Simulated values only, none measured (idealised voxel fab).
The following is a process module called voxel transistor to metal.
It is cross-section cut that appears here, measuring 295 nm in width, its square cells being 5 nm in size.
Cross-sections here: square-cell grids, written as top-down lists of bands, a band being one or more rows of cells. Basically the band line says how high the top is and how high the bottom is, in nm, and then what's in it from left to right, every material with its width in nm. Empty space shows up as "blank", and if a single material carries "full width" it runs the full band edge to edge. Where do heights start? At 0: under that level the wafer as delivered is made of one material only. And the lowest band has no floor; it just carries on downward, as in "0 and below". Width spec "30..40" -> top row of cells at first value, bottom row at second value, equal per-row change in between. "stayed the same", as given for a step, is the statement that not any cell of the cross-section underwent a change during that step. "Entrapped voids" means: voids of 8 cells or more that are shut off from the top with no open way through. Written width x height at distance, distance from the left edge, in nm. The remark found on a step's line after its settings is issued by the simulator itself and pertains to that step. Each step line may optionally specify "overlay nm", which for a step with a mask gives the rightward distance between the mask's planned place and where it lay, a negative value indicating the leftward direction.

Listed below are the process steps as planned:
| 1 | RECEIVE with material Si |
| 2 | CONFORMAL_DEP with material SiO2, thk nm 5 |
| 3 | CONFORMAL_DEP with material SiN, thk nm 15 |
| 4 | PATTERN with tone cover, mask id ACTIVE, material resist, width nm 105, pitch nm 130, thk nm 20, overlay nm 0 |
| 5 | DIRECTIONAL_ETCH with etch materials SiN, depth nm 15 |
| 6 | DIRECTIONAL_ETCH with etch materials SiO2, depth nm 5 |
| 7 | DIRECTIONAL_ETCH with etch materials Si, depth nm 30 |
| 8 | STRIP with etch materials resist |
| 9 | OXIDIZE with depth nm 5 |
| 10 | FILL_DEP with material SiO2, thk nm 15 |
| 11 | CMP with height nm 20 |
| 12 | SELECTIVE_ETCH with etch materials SiO2, depth nm 15 |
| 13 | STRIP with etch materials SiN |
| 14 | SELECTIVE_ETCH with etch materials SiO2, depth nm 5 |
| 15 | OXIDIZE with depth nm 5 |
| 16 | DIRECTIONAL_DEP with material polySi, thk nm 25 |
| 17 | DIRECTIONAL_DEP with material SiCN, thk nm 15 |
| 18 | DIRECTIONAL_DEP with material aC, thk nm 10 |
| 19 | PATTERN with tone cover, mask id GATE, material resist, width nm 25, pitch nm 130, thk nm 25, overlay nm 0 |
| 20 | DIRECTIONAL_ETCH with etch materials aC, depth nm 10 |
| 21 | STRIP with etch materials resist |
| 22 | DIRECTIONAL_ETCH with etch materials SiCN, depth nm 25 |
| 23 | DIRECTIONAL_ETCH with etch materials polySi, depth nm 35 |
| 24 | STRIP with etch materials aC |
| 25 | CONFORMAL_DEP with material SiN, thk nm 5 |
| 26 | DIRECTIONAL_ETCH with etch materials SiN, depth nm 5 |
| 27 | DIRECTIONAL_ETCH with etch materials SiO2, depth nm 5 |
| 28 | DIRECTIONAL_ETCH with etch materials Si, depth nm 10 |
| 29 | EPI with material nSi, thk nm 15 |
| 30 | FILL_DEP with material SiO2, thk nm 5 |
| 31 | CMP with height nm 40 |
| 32 | DIRECTIONAL_DEP with material SiO2, thk nm 10 |
| 33 | PATTERN with tone open, mask id CONTACT, material resist, width nm 30, pitch nm 65, thk nm 15, overlay nm 0 |
| 34 | DIRECTIONAL_ETCH with etch materials SiO2, depth nm 50 |
| 35 | STRIP with etch materials resist |
| 36 | CONFORMAL_DEP with material TiN, thk nm 5 |
| 37 | FILL_DEP with material W, thk nm 5 |
| 38 | CMP with height nm 50 |
| 39 | DIRECTIONAL_DEP with material TiN, thk nm 5 |
| 40 | DIRECTIONAL_DEP with material Ru, thk nm 15 |
| 41 | MASKED_ETCH with tone cover, mask id METAL_1, width nm 15, etch materials Ru, depth nm 15, overlay nm 0 |
| 42 | MASKED_ETCH with tone cover, mask id METAL_1, width nm 15, etch materials TiN, depth nm 5, overlay nm 0 |
| 43 | CONFORMAL_DEP with material SiN, thk nm 5 |
| 44 | FILL_DEP with material SiO2, thk nm 5 |
| 45 | CMP with height nm 70 |
| 46 | CONFORMAL_DEP with material SiCN, thk nm 5 |
| 47 | DIRECTIONAL_DEP with material SiO2, thk nm 25 |
| 48 | DIRECTIONAL_DEP with material aC, thk nm 10 |
| 49 | PATTERN with tone open, mask id METAL_2, material resist, width nm 15, pitch nm 130, thk nm 30, overlay nm 0 |
| 50 | DIRECTIONAL_ETCH with etch materials aC, depth nm 10 |
| 51 | STRIP with etch materials resist |
| 52 | DIRECTIONAL_ETCH with etch materials SiO2, depth nm 15 |
| 53 | STRIP with etch materials aC |
| 54 | MASKED_ETCH with tone open, mask id METAL_2_HOLES, width nm 15, pitch nm 130, etch materials SiO2, depth nm 10, overlay nm 0 |
| 55 | MASKED_ETCH with tone open, mask id METAL_2_HOLES, width nm 15, pitch nm 130, etch materials SiCN, depth nm 5, overlay nm 0 |
| 56 | CONFORMAL_DEP with material TiN, thk nm 5 |
| 57 | FILL_DEP with material Ru, thk nm 10 |
| 58 | CMP with height nm 100 |
| 59 | CONFORMAL_DEP with material SiN, thk nm 5 |

Step 1 complete: cross-section of the wafer as received:
0 and below = Si full width
Entrapped voids: none

A wafer at the end: this start, this plan, one mistake:
105 down to 100 = SiN full width
100 down to 75 = SiO2: 35, then TiN: 5, then Ru: 5, then TiN: 5, then SiO2: 115, then TiN: 5, then Ru: 5, then TiN: 5, then SiO2: 115
75 down to 70 = SiCN: 35, then TiN: 15, then SiCN: 115, then TiN: 15, then SiCN: 115
70 down to 55 = SiO2: 30, then SiN: 5, then Ru: 15, then SiN: 5, then SiO2: 55, then SiN: 5, then Ru: 15, then SiN: 5, then SiO2: 25, then SiN: 5, then Ru: 15, then SiN: 5, then SiO2: 55, then SiN: 5, then Ru: 15, then SiN: 5, then SiO2: 30
55 down to 50 = SiN: 35, then TiN: 15, then SiN: 65, then TiN: 15, then SiN: 35, then TiN: 15, then SiN: 65, then TiN: 15, then SiN: 35
50 down to 45 = W: 30, then TiN: 5, then SiO2: 30, then TiN: 5, then W: 25, then TiN: 5, then SiO2: 30, then TiN: 5, then W: 25, then TiN: 5, then SiO2: 30, then TiN: 5, then W: 25, then TiN: 5, then SiO2: 30, then TiN: 5, then W: 30
45 down to 40 = W: 30, then TiN: 5, then SiO2: 30, then TiN: 35, then SiO2: 30, then TiN: 5, then W: 25, then TiN: 5, then SiO2: 30, then TiN: 35, then SiO2: 30, then TiN: 5, then W: 30
40 down to 25 = W: 30, then TiN: 5, then SiO2: 30, then SiN: 5, then SiCN: 25, then SiN: 5, then SiO2: 30, then TiN: 5, then W: 25, then TiN: 5, then SiO2: 30, then SiN: 5, then SiCN: 25, then SiN: 5, then SiO2: 30, then TiN: 5, then W: 30
25 down to 10 = W: 30, then TiN: 5, then SiO2: 30, then SiN: 5, then polySi: 25, then SiN: 5, then SiO2: 30, then TiN: 5, then W: 25, then TiN: 5, then SiO2: 30, then SiN: 5, then polySi: 25, then SiN: 5, then SiO2: 30, then TiN: 5, then W: 30
10 down to 5 = W: 30, then TiN: 5, then SiO2: 15, then nSi: 15, then SiN: 5, then polySi: 25, then SiN: 5, then nSi: 15, then SiO2: 15, then TiN: 5, then W: 25, then TiN: 5, then SiO2: 15, then nSi: 15, then SiN: 5, then polySi: 25, then SiN: 5, then nSi: 15, then SiO2: 15, then TiN: 5, then W: 30
5 down to 0 = TiN: 35, then SiO2: 15, then nSi: 15, then SiN: 5, then polySi: 25, then SiN: 5, then nSi: 15, then SiO2: 15, then TiN: 35, then SiO2: 15, then nSi: 15, then SiN: 5, then polySi: 25, then SiN: 5, then nSi: 15, then SiO2: 15, then TiN: 35
0 down to -5 = SiO2: 30, then nSi: 35, then SiO2: 35, then nSi: 35, then SiO2: 25, then nSi: 35, then SiO2: 35, then nSi: 35, then SiO2: 30
-5 down to -15 = SiO2: 35, then nSi: 30, then Si: 35, then nSi: 30, then SiO2: 35, then nSi: 30, then Si: 35, then nSi: 30, then SiO2: 35
-15 down to -35 = SiO2: 35, then Si: 95, then SiO2: 35, then Si: 95, then SiO2: 35
-35 and below = Si full width
Entrapped voids: none
Here's what went sideways: step 33 deviated from plan and actually ran as PATTERN with tone cover, mask id CONTACT, material resist, width nm 30, pitch nm 65, thk nm 15, overlay nm 0
